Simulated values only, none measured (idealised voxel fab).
The process module presented herein is designated voxel wiring stack.
It is cross-section cut that appears here, measuring 260 nm in width, its square cells being 5 nm in size.
The cross-sections in this document take the form of a grid made of square cells. They are written out as bands, in order from top to bottom. Each band consists of one or more rows of cells. The band entry comprises the height of the band's top followed by the height of its bottom, expressed in nm, and subsequently the band's materials from left to right, each stated together with its width in nm. Where a single material is marked with the word "throughout", that material fills the band from edge to edge. The word "air" represents empty space. Where do heights start? At 0: under that level the wafer as delivered is made of one material only. And the lowest band has no floor; it just carries on downward, as in "0..down". A two-number width, for instance "30->40", indicates that the width is equal to the first number in the top row of the band and to the second number in the bottom row, and that it changes by a constant amount per row of cells. The cross-section has no changed cell in any step marked "changes: none". What "Non-vented voids" gives you is every empty space of 8 cells or more that is cut off from the top. Each appears as width x height at distance, with the distance taken from the left edge and width, height and distance all in nm. That trailing text on a step's line, after the settings, is the simulator's own remark on the step. overlay nm: step with mask; distance mask lay right of planned place; negative value = left of planned place.
### The planned process steps are enumerated hereunder
| 1 | RECEIVE, material Si |
| 2 | CONFORMAL_DEP, material SiO2, thk nm 15 |
| 3 | DIRECTIONAL_DEP, material TiN, thk nm 5 |
| 4 | DIRECTIONAL_DEP, material Ru, thk nm 25 |
| 5 | PATTERN, tone cover, mask id METAL_1, material resist, width nm 20, pitch nm 50, thk nm 20, overlay nm 0 |
| 6 | DIRECTIONAL_ETCH, etch materials Ru, depth nm 25 |
| 7 | DIRECTIONAL_ETCH, etch materials TiN, depth nm 5 |
| 8 | STRIP, etch materials resist |
| 9 | FILL_DEP, material lowk, thk nm 10 |
| 10 | CMP, height nm 45 |
| 11 | CONFORMAL_DEP, material SiCN, thk nm 5 |
| 12 | DIRECTIONAL_DEP, material lowk, thk nm 25 |
| 13 | DIRECTIONAL_DEP, material aC, thk nm 15 |
| 14 | PATTERN, tone open, mask id METAL_2_HOLES, material resist, width nm 15, thk nm 35, overlay nm 0 |
| 15 | DIRECTIONAL_ETCH, etch materials aC, depth nm 15 |
| 16 | STRIP, etch materials resist |
| 17 | DIRECTIONAL_ETCH, etch materials lowk, depth nm 25 |
| 18 | STRIP, etch materials aC |
| 19 | PATTERN, tone open, mask id METAL_2, material resist, width nm 20, pitch nm 50, thk nm 15, overlay nm 0 |
| 20 | DIRECTIONAL_ETCH, etch materials lowk, depth nm 15 |
| 21 | DIRECTIONAL_ETCH, etch materials SiCN, depth nm 5 |
| 22 | STRIP, etch materials resist |
| 23 | CONFORMAL_DEP, material TiN, thk nm 5 |
| 24 | FILL_DEP, material Cu, thk nm 5 |
| 25 | CMP, height nm 75 |
| 26 | CONFORMAL_DEP, material SiCN, thk nm 5 |
| 27 | DIRECTIONAL_DEP, material SiO2, thk nm 30 |
| 28 | DIRECTIONAL_DEP, material aC, thk nm 15 |
| 29 | PATTERN, tone open, mask id METAL_3_HOLES, material resist, width nm 15, thk nm 35, overlay nm 0 |
| 30 | DIRECTIONAL_ETCH, etch materials aC, depth nm 15 |
| 31 | STRIP, etch materials resist |
| 32 | DIRECTIONAL_ETCH, etch materials SiO2, depth nm 30 |
| 33 | STRIP, etch materials aC |
| 34 | DIRECTIONAL_DEP, material aC, thk nm 10 |
| 35 | PATTERN, tone open, mask id METAL_3, material resist, width nm 20, pitch nm 50, thk nm 30, overlay nm 0 |
| 36 | DIRECTIONAL_ETCH, etch materials aC, depth nm 10 |
| 37 | STRIP, etch materials resist |
| 38 | DIRECTIONAL_ETCH, etch materials SiO2, depth nm 15 |
| 39 | DIRECTIONAL_ETCH, etch materials SiCN, depth nm 5 |
| 40 | STRIP, etch materials aC |
| 41 | CONFORMAL_DEP, material TiN, thk nm 5 |
| 42 | FILL_DEP, material Cu, thk nm 10 |
| 43 | CMP, height nm 110 |
| 44 | CONFORMAL_DEP, material SiCN, thk nm 5 |
| 45 | DIRECTIONAL_DEP, material lowk, thk nm 15 |
| 46 | MASKED_ETCH, tone open, mask id PLUG_3, width nm 15, etch materials lowk, depth nm 15, overlay nm 0 |
| 47 | MASKED_ETCH, tone open, mask id PLUG_3, width nm 15, etch materials SiCN, depth nm 5, overlay nm 0 |
| 48 | EPI, material Ru, thk nm 10 |
| 49 | EPI, material Ru, thk nm 10 |
| 50 | DIRECTIONAL_DEP, material TiN, thk nm 5 |
| 51 | DIRECTIONAL_DEP, material Ru, thk nm 15 |
| 52 | DIRECTIONAL_DEP, material aC, thk nm 15 |
| 53 | PATTERN, tone cover, mask id METAL_4, material resist, width nm 20, pitch nm 50, thk nm 35, overlay nm 0 |
| 54 | DIRECTIONAL_ETCH, etch materials aC, depth nm 15 |
| 55 | STRIP, etch materials resist |
| 56 | DIRECTIONAL_ETCH, etch materials Ru, depth nm 15 |
| 57 | DIRECTIONAL_ETCH, etch materials TiN, depth nm 5 |
| 58 | STRIP, etch materials aC |
| 59 | FILL_DEP, material lowk, thk nm 5 |
| 60 | CMP, height nm 150 |
| 61 | CONFORMAL_DEP, material SiN, thk nm 5 |
### The first of the two wafers, which ran as planned
### As-received state of the wafer in cross-section, equivalent to post-step 1
* 0..down | Si throughout
* Non-vented voids: none
### after step 2
* 15..0 | SiO2 throughout
* Heights below 0 show no change.
### after step 3
* 20..15 | TiN throughout
* Heights below 15 show no change.
### after step 4
* 45..20 | Ru throughout
* Heights below 20 show no change.
### after step 5
* 65..45 | 95 of air; 20 of resist; 30 of air; 20 of resist; 95 of air
* Heights below 45 show no change.
### after step 6
* 65..45 | 95 of air; 20 of resist; 30 of air; 20 of resist; 95 of air
* 45..20 | 95 of air; 20 of Ru; 30 of air; 20 of Ru; 95 of air
* Heights below 20 show no change.
### after step 7
* 65..45 | 95 of air; 20 of resist; 30 of air; 20 of resist; 95 of air
* 45..20 | 95 of air; 20 of Ru; 30 of air; 20 of Ru; 95 of air
* 20..15 | 95 of air; 20 of TiN; 30 of air; 20 of TiN; 95 of air
* Heights below 15 show no change.
### after step 8
* 45..20 | 95 of air; 20 of Ru; 30 of air; 20 of Ru; 95 of air
* Heights below 20 show no change.
### after step 9
* 55..45 | lowk throughout
* 45..20 | 95 of lowk; 20 of Ru; 30 of lowk; 20 of Ru; 95 of lowk
* 20..15 | 95 of lowk; 20 of TiN; 30 of lowk; 20 of TiN; 95 of lowk
* Heights below 15 show no change.
### after step 10
* 45..20 | 95 of lowk; 20 of Ru; 30 of lowk; 20 of Ru; 95 of lowk
* Heights below 20 show no change.
### after step 11
* 50..45 | SiCN throughout
* Heights below 45 show no change.
### after step 12
* 75..50 | lowk throughout
* Heights below 50 show no change.
### after step 13
* 90..75 | aC throughout
* Heights below 75 show no change.
### after step 14
* 125..90 | 95 of resist; 15 of air; 150 of resist
* Heights below 90 show no change.
### after step 15
* 110..90 | 95 of resist; 15 of air; 150 of resist
* 90..75 | 95 of aC; 15 of air; 150 of aC
* Heights below 75 show no change.
### after step 16
* 90..75 | 95 of aC; 15 of air; 150 of aC
* Heights below 75 show no change.
### after step 17
* 90..75 | 95 of aC; 15 of air; 150 of aC
* 75..50 | 95 of lowk; 15 of air; 150 of lowk
* Heights below 50 show no change.
### after step 18
* 75..50 | 95 of lowk; 15 of air; 150 of lowk
* Heights below 50 show no change.
### after step 19
* 90..75 | 95 of resist; 20 of air; 30 of resist; 20 of air; 95 of resist
* Heights below 75 show no change.
### after step 20
* 90..75 | 95 of resist; 20 of air; 30 of resist; 20 of air; 95 of resist
* 75..60 | 95 of lowk; 20 of air; 30 of lowk; 20 of air; 95 of lowk
* Heights below 60 show no change.
### after step 21
* 90..75 | 95 of resist; 20 of air; 30 of resist; 20 of air; 95 of resist
* 75..60 | 95 of lowk; 20 of air; 30 of lowk; 20 of air; 95 of lowk
* 60..50 | 95 of lowk; 15 of air; 150 of lowk
* 50..45 | 95 of SiCN; 15 of air; 150 of SiCN
* Heights below 45 show no change.
### after step 22
* 75..60 | 95 of lowk; 20 of air; 30 of lowk; 20 of air; 95 of lowk
* Heights below 60 show no change.
### after step 23
* 80..75 | 100 of TiN; 10 of air; 40 of TiN; 10 of air; 100 of TiN
* 75..65 | 95 of lowk; 5 of TiN; 10 of air; 5 of TiN; 30 of lowk; 5 of TiN; 10 of air; 5 of TiN; 95 of lowk
* 65..60 | 95 of lowk; 5 of TiN; 5 of air; 10 of TiN; 30 of lowk; 20 of TiN; 95 of lowk
* 60..50 | 95 of lowk; 5 of TiN; 5 of air; 5 of TiN; 150 of lowk
* 50..45 | 95 of SiCN; 15 of TiN; 150 of SiCN
* Heights below 45 show no change.
### after step 24
* 85..80 | Cu throughout
* 80..75 | 100 of TiN; 10 of Cu; 40 of TiN; 10 of Cu; 100 of TiN
* 75..65 | 95 of lowk; 5 of TiN; 10 of Cu; 5 of TiN; 30 of lowk; 5 of TiN; 10 of Cu; 5 of TiN; 95 of lowk
* 65..60 | 95 of lowk; 5 of TiN; 5 of Cu; 10 of TiN; 30 of lowk; 20 of TiN; 95 of lowk
* 60..50 | 95 of lowk; 5 of TiN; 5 of Cu; 5 of TiN; 150 of lowk
* Heights below 50 show no change.
### after step 25
* 75..65 | 95 of lowk; 5 of TiN; 10 of Cu; 5 of TiN; 30 of lowk; 5 of TiN; 10 of Cu; 5 of TiN; 95 of lowk
* Heights below 65 show no change.
### after step 26
* 80..75 | SiCN throughout
* Heights below 75 show no change.
### after step 27
* 110..80 | SiO2 throughout
* Heights below 80 show no change.
### after step 28
* 125..110 | aC throughout
* Heights below 110 show no change.
### after step 29
* 160..125 | 95 of resist; 15 of air; 150 of resist
* Heights below 125 show no change.
### after step 30
* 145..125 | 95 of resist; 15 of air; 150 of resist
* 125..110 | 95 of aC; 15 of air; 150 of aC
* Heights below 110 show no change.
### after step 31
* 125..110 | 95 of aC; 15 of air; 150 of aC
* Heights below 110 show no change.
### after step 32
* 125..110 | 95 of aC; 15 of air; 150 of aC
* 110..80 | 95 of SiO2; 15 of air; 150 of SiO2
* Heights below 80 show no change.
### after step 33
* 110..80 | 95 of SiO2; 15 of air; 150 of SiO2
* Heights below 80 show no change.
### after step 34
* 120..110 | 95 of aC; 15 of air; 150 of aC
* 110..90 | 95 of SiO2; 15 of air; 150 of SiO2
* 90..80 | 95 of SiO2; 15 of aC; 150 of SiO2
* Heights below 80 show no change.
### after step 35
* 150..120 | 95 of resist; 20 of air; 30 of resist; 20 of air; 95 of resist
* Heights below 120 show no change.
### after step 36
* 140..120 | 95 of resist; 20 of air; 30 of resist; 20 of air; 95 of resist
* 120..110 | 95 of aC; 20 of air; 30 of aC; 20 of air; 95 of aC
* 110..80 | 95 of SiO2; 15 of air; 150 of SiO2
* Heights below 80 show no change.
### after step 37
* 120..110 | 95 of aC; 20 of air; 30 of aC; 20 of air; 95 of aC
* Heights below 110 show no change.
### after step 38
* 120..110 | 95 of aC; 20 of air; 30 of aC; 20 of air; 95 of aC
* 110..95 | 95 of SiO2; 20 of air; 30 of SiO2; 20 of air; 95 of SiO2
* Heights below 95 show no change.
### after step 39
* 120..110 | 95 of aC; 20 of air; 30 of aC; 20 of air; 95 of aC
* 110..95 | 95 of SiO2; 20 of air; 30 of SiO2; 20 of air; 95 of SiO2
* 95..80 | 95 of SiO2; 15 of air; 150 of SiO2
* 80..75 | 95 of SiCN; 15 of air; 150 of SiCN
* Heights below 75 show no change.
### after step 40
* 110..95 | 95 of SiO2; 20 of air; 30 of SiO2; 20 of air; 95 of SiO2
* Heights below 95 show no change.
### after step 41
* 115..110 | 100 of TiN; 10 of air; 40 of TiN; 10 of air; 100 of TiN
* 110..100 | 95 of SiO2; 5 of TiN; 10 of air; 5 of TiN; 30 of SiO2; 5 of TiN; 10 of air; 5 of TiN; 95 of SiO2
* 100..95 | 95 of SiO2; 5 of TiN; 5 of air; 10 of TiN; 30 of SiO2; 20 of TiN; 95 of SiO2
* 95..80 | 95 of SiO2; 5 of TiN; 5 of air; 5 of TiN; 150 of SiO2
* 80..75 | 95 of SiCN; 15 of TiN; 150 of SiCN
* Heights below 75 show no change.
### after step 42
* 125..115 | Cu throughout
* 115..110 | 100 of TiN; 10 of Cu; 40 of TiN; 10 of Cu; 100 of TiN
* 110..100 | 95 of SiO2; 5 of TiN; 10 of Cu; 5 of TiN; 30 of SiO2; 5 of TiN; 10 of Cu; 5 of TiN; 95 of SiO2
* 100..95 | 95 of SiO2; 5 of TiN; 5 of Cu; 10 of TiN; 30 of SiO2; 20 of TiN; 95 of SiO2
* 95..80 | 95 of SiO2; 5 of TiN; 5 of Cu; 5 of TiN; 150 of SiO2
* Heights below 80 show no change.
### after step 43
* 110..100 | 95 of SiO2; 5 of TiN; 10 of Cu; 5 of TiN; 30 of SiO2; 5 of TiN; 10 of Cu; 5 of TiN; 95 of SiO2
* Heights below 100 show no change.
### after step 44
* 115..110 | SiCN throughout
* Heights below 110 show no change.
### after step 45
* 130..115 | lowk throughout
* Heights below 115 show no change.
### after step 46
* 130..115 | 95 of lowk; 15 of air; 150 of lowk
* Heights below 115 show no change.
### after step 47
* 130..115 | 95 of lowk; 15 of air; 150 of lowk
* 115..110 | 95 of SiCN; 15 of air; 150 of SiCN
* Heights below 110 show no change.
### after step 48
* 130..120 | 95 of lowk; 15 of air; 150 of lowk
* 120..115 | 95 of lowk; 15 of Ru; 150 of lowk
* 115..110 | 95 of SiCN; 15 of Ru; 150 of SiCN
* Heights below 110 show no change.
### after step 49
* 130..115 | 95 of lowk; 15 of Ru; 150 of lowk
* Heights below 115 show no change.
### after step 50
* 135..130 | TiN throughout
* Heights below 130 show no change.
### after step 51
* 150..135 | Ru throughout
* Heights below 135 show no change.
### after step 52
* 165..150 | aC throughout
* Heights below 150 show no change.
### after step 53
* 200..165 | 95 of air; 20 of resist; 30 of air; 20 of resist; 95 of air
* Heights below 165 show no change.
### after step 54
* 185..165 | 95 of air; 20 of resist; 30 of air; 20 of resist; 95 of air
* 165..150 | 95 of air; 20 of aC; 30 of air; 20 of aC; 95 of air
* Heights below 150 show no change.
### after step 55
* 165..150 | 95 of air; 20 of aC; 30 of air; 20 of aC; 95 of air
* Heights below 150 show no change.
### after step 56
* 165..150 | 95 of air; 20 of aC; 30 of air; 20 of aC; 95 of air
* 150..135 | 95 of air; 20 of Ru; 30 of air; 20 of Ru; 95 of air
* Heights below 135 show no change.
### after step 57
* 165..150 | 95 of air; 20 of aC; 30 of air; 20 of aC; 95 of air
* 150..135 | 95 of air; 20 of Ru; 30 of air; 20 of Ru; 95 of air
* 135..130 | 95 of air; 20 of TiN; 30 of air; 20 of TiN; 95 of air
* Heights below 130 show no change.
### after step 58
* 150..135 | 95 of air; 20 of Ru; 30 of air; 20 of Ru; 95 of air
* Heights below 135 show no change.
### after step 59
* 155..150 | lowk throughout
* 150..135 | 95 of lowk; 20 of Ru; 30 of lowk; 20 of Ru; 95 of lowk
* 135..130 | 95 of lowk; 20 of TiN; 30 of lowk; 20 of TiN; 95 of lowk
* Heights below 130 show no change.
### after step 60
* 150..135 | 95 of lowk; 20 of Ru; 30 of lowk; 20 of Ru; 95 of lowk
* Heights below 135 show no change.
### after step 61
* 155..150 | SiN throughout
* Heights below 150 show no change.
### Notes, second wafer: start = first wafer's, plan = first wafer's, execution had one mistake; history identical to first through step 4
### Cross-section of the second wafer at the time by which step 5 should have been completed according to the plan
* 65..45 | 85 of air; 20 of resist; 30 of air; 20 of resist; 105 of air
* Heights below 45 show no change.
### Cross-section of the second wafer at the time by which step 6 should have been completed according to the plan
* 65..45 | 85 of air; 20 of resist; 30 of air; 20 of resist; 105 of air
* 45..20 | 85 of air; 20 of Ru; 30 of air; 20 of Ru; 105 of air
* Heights below 20 show no change.
### Cross-section of the second wafer at the time by which step 7 should have been completed according to the plan
* 65..45 | 85 of air; 20 of resist; 30 of air; 20 of resist; 105 of air
* 45..20 | 85 of air; 20 of Ru; 30 of air; 20 of Ru; 105 of air
* 20..15 | 85 of air; 20 of TiN; 30 of air; 20 of TiN; 105 of air
* Heights below 15 show no change.
### Cross-section of the second wafer at the time by which step 8 should have been completed according to the plan
* 45..20 | 85 of air; 20 of Ru; 30 of air; 20 of Ru; 105 of air
* Heights below 20 show no change.
### Cross-section of the second wafer at the time by which step 9 should have been completed according to the plan
* 55..45 | lowk throughout
* 45..20 | 85 of lowk; 20 of Ru; 30 of lowk; 20 of Ru; 105 of lowk
* 20..15 | 85 of lowk; 20 of TiN; 30 of lowk; 20 of TiN; 105 of lowk
* Heights below 15 show no change.
### Cross-section of the second wafer at the time by which step 10 should have been completed according to the plan
* 45..20 | 85 of lowk; 20 of Ru; 30 of lowk; 20 of Ru; 105 of lowk
* Heights below 20 show no change.
### Cross-section of the second wafer at the time by which step 11 should have been completed according to the plan
* 50..45 | SiCN throughout
* Heights below 45 show no change.
### Cross-section of the second wafer at the time by which step 12 should have been completed according to the plan
* 75..50 | lowk throughout
* Heights below 50 show no change.
### Cross-section of the second wafer at the time by which step 13 should have been completed according to the plan
* 90..75 | aC throughout
* Heights below 75 show no change.
### Cross-section of the second wafer at the time by which step 14 should have been completed according to the plan
* 125..90 | 95 of resist; 15 of air; 150 of resist
* Heights below 90 show no change.
### Cross-section of the second wafer at the time by which step 15 should have been completed according to the plan
* 110..90 | 95 of resist; 15 of air; 150 of resist
* 90..75 | 95 of aC; 15 of air; 150 of aC
* Heights below 75 show no change.
### Cross-section of the second wafer at the time by which step 16 should have been completed according to the plan
* 90..75 | 95 of aC; 15 of air; 150 of aC
* Heights below 75 show no change.
### Cross-section of the second wafer at the time by which step 17 should have been completed according to the plan
* 90..75 | 95 of aC; 15 of air; 150 of aC
* 75..50 | 95 of lowk; 15 of air; 150 of lowk
* Heights below 50 show no change.
### Cross-section of the second wafer at the time by which step 18 should have been completed according to the plan
* 75..50 | 95 of lowk; 15 of air; 150 of lowk
* Heights below 50 show no change.
### Cross-section of the second wafer at the time by which step 19 should have been completed according to the plan
* 90..75 | 95 of resist; 20 of air; 30 of resist; 20 of air; 95 of resist
* Heights below 75 show no change.
### Cross-section of the second wafer at the time by which step 20 should have been completed according to the plan
* 90..75 | 95 of resist; 20 of air; 30 of resist; 20 of air; 95 of resist
* 75..60 | 95 of lowk; 20 of air; 30 of lowk; 20 of air; 95 of lowk
* Heights below 60 show no change.
### Cross-section of the second wafer at the time by which step 21 should have been completed according to the plan
* 90..75 | 95 of resist; 20 of air; 30 of resist; 20 of air; 95 of resist
* 75..60 | 95 of lowk; 20 of air; 30 of lowk; 20 of air; 95 of lowk
* 60..50 | 95 of lowk; 15 of air; 150 of lowk
* 50..45 | 95 of SiCN; 15 of air; 150 of SiCN
* Heights below 45 show no change.
### Cross-section of the second wafer at the time by which step 22 should have been completed according to the plan
* 75..60 | 95 of lowk; 20 of air; 30 of lowk; 20 of air; 95 of lowk
* Heights below 60 show no change.
### Cross-section of the second wafer at the time by which step 23 should have been completed according to the plan
* 80..75 | 100 of TiN; 10 of air; 40 of TiN; 10 of air; 100 of TiN
* 75..65 | 95 of lowk; 5 of TiN; 10 of air; 5 of TiN; 30 of lowk; 5 of TiN; 10 of air; 5 of TiN; 95 of lowk
* 65..60 | 95 of lowk; 5 of TiN; 5 of air; 10 of TiN; 30 of lowk; 20 of TiN; 95 of lowk
* 60..50 | 95 of lowk; 5 of TiN; 5 of air; 5 of TiN; 150 of lowk
* 50..45 | 95 of SiCN; 15 of TiN; 150 of SiCN
* Heights below 45 show no change.
### Cross-section of the second wafer at the time by which step 24 should have been completed according to the plan
* 85..80 | Cu throughout
* 80..75 | 100 of TiN; 10 of Cu; 40 of TiN; 10 of Cu; 100 of TiN
* 75..65 | 95 of lowk; 5 of TiN; 10 of Cu; 5 of TiN; 30 of lowk; 5 of TiN; 10 of Cu; 5 of TiN; 95 of lowk
* 65..60 | 95 of lowk; 5 of TiN; 5 of Cu; 10 of TiN; 30 of lowk; 20 of TiN; 95 of lowk
* 60..50 | 95 of lowk; 5 of TiN; 5 of Cu; 5 of TiN; 150 of lowk
* Heights below 50 show no change.
### Cross-section of the second wafer at the time by which step 25 should have been completed according to the plan
* 75..65 | 95 of lowk; 5 of TiN; 10 of Cu; 5 of TiN; 30 of lowk; 5 of TiN; 10 of Cu; 5 of TiN; 95 of lowk
* Heights below 65 show no change.
### Cross-section of the second wafer at the time by which step 26 should have been completed according to the plan
* 80..75 | SiCN throughout
* Heights below 75 show no change.
### Cross-section of the second wafer at the time by which step 27 should have been completed according to the plan
* 110..80 | SiO2 throughout
* Heights below 80 show no change.
### Cross-section of the second wafer at the time by which step 28 should have been completed according to the plan
* 125..110 | aC throughout
* Heights below 110 show no change.
### Cross-section of the second wafer at the time by which step 29 should have been completed according to the plan
* 160..125 | 95 of resist; 15 of air; 150 of resist
* Heights below 125 show no change.
### Cross-section of the second wafer at the time by which step 30 should have been completed according to the plan
* 145..125 | 95 of resist; 15 of air; 150 of resist
* 125..110 | 95 of aC; 15 of air; 150 of aC
* Heights below 110 show no change.
### Cross-section of the second wafer at the time by which step 31 should have been completed according to the plan
* 125..110 | 95 of aC; 15 of air; 150 of aC
* Heights below 110 show no change.
### Cross-section of the second wafer at the time by which step 32 should have been completed according to the plan
* 125..110 | 95 of aC; 15 of air; 150 of aC
* 110..80 | 95 of SiO2; 15 of air; 150 of SiO2
* Heights below 80 show no change.
### Cross-section of the second wafer at the time by which step 33 should have been completed according to the plan
* 110..80 | 95 of SiO2; 15 of air; 150 of SiO2
* Heights below 80 show no change.
### Cross-section of the second wafer at the time by which step 34 should have been completed according to the plan
* 120..110 | 95 of aC; 15 of air; 150 of aC
* 110..90 | 95 of SiO2; 15 of air; 150 of SiO2
* 90..80 | 95 of SiO2; 15 of aC; 150 of SiO2
* Heights below 80 show no change.
### Cross-section of the second wafer at the time by which step 35 should have been completed according to the plan
* 150..120 | 95 of resist; 20 of air; 30 of resist; 20 of air; 95 of resist
* Heights below 120 show no change.
### Cross-section of the second wafer at the time by which step 36 should have been completed according to the plan
* 140..120 | 95 of resist; 20 of air; 30 of resist; 20 of air; 95 of resist
* 120..110 | 95 of aC; 20 of air; 30 of aC; 20 of air; 95 of aC
* 110..80 | 95 of SiO2; 15 of air; 150 of SiO2
* Heights below 80 show no change.
### Cross-section of the second wafer at the time by which step 37 should have been completed according to the plan
* 120..110 | 95 of aC; 20 of air; 30 of aC; 20 of air; 95 of aC
* Heights below 110 show no change.
### Cross-section of the second wafer at the time by which step 38 should have been completed according to the plan
* 120..110 | 95 of aC; 20 of air; 30 of aC; 20 of air; 95 of aC
* 110..95 | 95 of SiO2; 20 of air; 30 of SiO2; 20 of air; 95 of SiO2
* Heights below 95 show no change.
### Cross-section of the second wafer at the time by which step 39 should have been completed according to the plan
* 120..110 | 95 of aC; 20 of air; 30 of aC; 20 of air; 95 of aC
* 110..95 | 95 of SiO2; 20 of air; 30 of SiO2; 20 of air; 95 of SiO2
* 95..80 | 95 of SiO2; 15 of air; 150 of SiO2
* 80..75 | 95 of SiCN; 15 of air; 150 of SiCN
* Heights below 75 show no change.
### Cross-section of the second wafer at the time by which step 40 should have been completed according to the plan
* 110..95 | 95 of SiO2; 20 of air; 30 of SiO2; 20 of air; 95 of SiO2
* Heights below 95 show no change.
### Cross-section of the second wafer at the time by which step 41 should have been completed according to the plan
* 115..110 | 100 of TiN; 10 of air; 40 of TiN; 10 of air; 100 of TiN
* 110..100 | 95 of SiO2; 5 of TiN; 10 of air; 5 of TiN; 30 of SiO2; 5 of TiN; 10 of air; 5 of TiN; 95 of SiO2
* 100..95 | 95 of SiO2; 5 of TiN; 5 of air; 10 of TiN; 30 of SiO2; 20 of TiN; 95 of SiO2
* 95..80 | 95 of SiO2; 5 of TiN; 5 of air; 5 of TiN; 150 of SiO2
* 80..75 | 95 of SiCN; 15 of TiN; 150 of SiCN
* Heights below 75 show no change.
### Cross-section of the second wafer at the time by which step 42 should have been completed according to the plan
* 125..115 | Cu throughout
* 115..110 | 100 of TiN; 10 of Cu; 40 of TiN; 10 of Cu; 100 of TiN
* 110..100 | 95 of SiO2; 5 of TiN; 10 of Cu; 5 of TiN; 30 of SiO2; 5 of TiN; 10 of Cu; 5 of TiN; 95 of SiO2
* 100..95 | 95 of SiO2; 5 of TiN; 5 of Cu; 10 of TiN; 30 of SiO2; 20 of TiN; 95 of SiO2
* 95..80 | 95 of SiO2; 5 of TiN; 5 of Cu; 5 of TiN; 150 of SiO2
* Heights below 80 show no change.
### Cross-section of the second wafer at the time by which step 43 should have been completed according to the plan
* 110..100 | 95 of SiO2; 5 of TiN; 10 of Cu; 5 of TiN; 30 of SiO2; 5 of TiN; 10 of Cu; 5 of TiN; 95 of SiO2
* Heights below 100 show no change.
### Cross-section of the second wafer at the time by which step 44 should have been completed according to the plan
* 115..110 | SiCN throughout
* Heights below 110 show no change.
### Cross-section of the second wafer at the time by which step 45 should have been completed according to the plan
* 130..115 | lowk throughout
* Heights below 115 show no change.
### Cross-section of the second wafer at the time by which step 46 should have been completed according to the plan
* 130..115 | 95 of lowk; 15 of air; 150 of lowk
* Heights below 115 show no change.
### Cross-section of the second wafer at the time by which step 47 should have been completed according to the plan
* 130..115 | 95 of lowk; 15 of air; 150 of lowk
* 115..110 | 95 of SiCN; 15 of air; 150 of SiCN
* Heights below 110 show no change.
### Cross-section of the second wafer at the time by which step 48 should have been completed according to the plan
* 130..120 | 95 of lowk; 15 of air; 150 of lowk
* 120..115 | 95 of lowk; 15 of Ru; 150 of lowk
* 115..110 | 95 of SiCN; 15 of Ru; 150 of SiCN
* Heights below 110 show no change.
### Cross-section of the second wafer at the time by which step 49 should have been completed according to the plan
* 130..115 | 95 of lowk; 15 of Ru; 150 of lowk
* Heights below 115 show no change.
### Cross-section of the second wafer at the time by which step 50 should have been completed according to the plan
* 135..130 | TiN throughout
* Heights below 130 show no change.
### Cross-section of the second wafer at the time by which step 51 should have been completed according to the plan
* 150..135 | Ru throughout
* Heights below 135 show no change.
### Cross-section of the second wafer at the time by which step 52 should have been completed according to the plan
* 165..150 | aC throughout
* Heights below 150 show no change.
### Cross-section of the second wafer at the time by which step 53 should have been completed according to the plan
* 200..165 | 95 of air; 20 of resist; 30 of air; 20 of resist; 95 of air
* Heights below 165 show no change.
### Cross-section of the second wafer at the time by which step 54 should have been completed according to the plan
* 185..165 | 95 of air; 20 of resist; 30 of air; 20 of resist; 95 of air
* 165..150 | 95 of air; 20 of aC; 30 of air; 20 of aC; 95 of air
* Heights below 150 show no change.
### Cross-section of the second wafer at the time by which step 55 should have been completed according to the plan
* 165..150 | 95 of air; 20 of aC; 30 of air; 20 of aC; 95 of air
* Heights below 150 show no change.
### Cross-section of the second wafer at the time by which step 56 should have been completed according to the plan
* 165..150 | 95 of air; 20 of aC; 30 of air; 20 of aC; 95 of air
* 150..135 | 95 of air; 20 of Ru; 30 of air; 20 of Ru; 95 of air
* Heights below 135 show no change.
### Cross-section of the second wafer at the time by which step 57 should have been completed according to the plan
* 165..150 | 95 of air; 20 of aC; 30 of air; 20 of aC; 95 of air
* 150..135 | 95 of air; 20 of Ru; 30 of air; 20 of Ru; 95 of air
* 135..130 | 95 of air; 20 of TiN; 30 of air; 20 of TiN; 95 of air
* Heights below 130 show no change.
### Cross-section of the second wafer at the time by which step 58 should have been completed according to the plan
* 150..135 | 95 of air; 20 of Ru; 30 of air; 20 of Ru; 95 of air
* Heights below 135 show no change.
### Cross-section of the second wafer at the time by which step 59 should have been completed according to the plan
* 155..150 | lowk throughout
* 150..135 | 95 of lowk; 20 of Ru; 30 of lowk; 20 of Ru; 95 of lowk
* 135..130 | 95 of lowk; 20 of TiN; 30 of lowk; 20 of TiN; 95 of lowk
* Heights below 130 show no change.
### Cross-section of the second wafer at the time by which step 60 should have been completed according to the plan
* 150..135 | 95 of lowk; 20 of Ru; 30 of lowk; 20 of Ru; 95 of lowk
* Heights below 135 show no change.
### Cross-section of the second wafer at the time by which step 61 should have been completed according to the plan
* 155..150 | SiN throughout
* Heights below 150 show no change.
Here's what went sideways: step 5 changed vs plan, executed as PATTERN, tone cover, mask id METAL_1, material resist, width nm 20, pitch nm 50, thk nm 20, overlay nm -10
Final wafers compared: equal cell tally per material, rearranged layout.
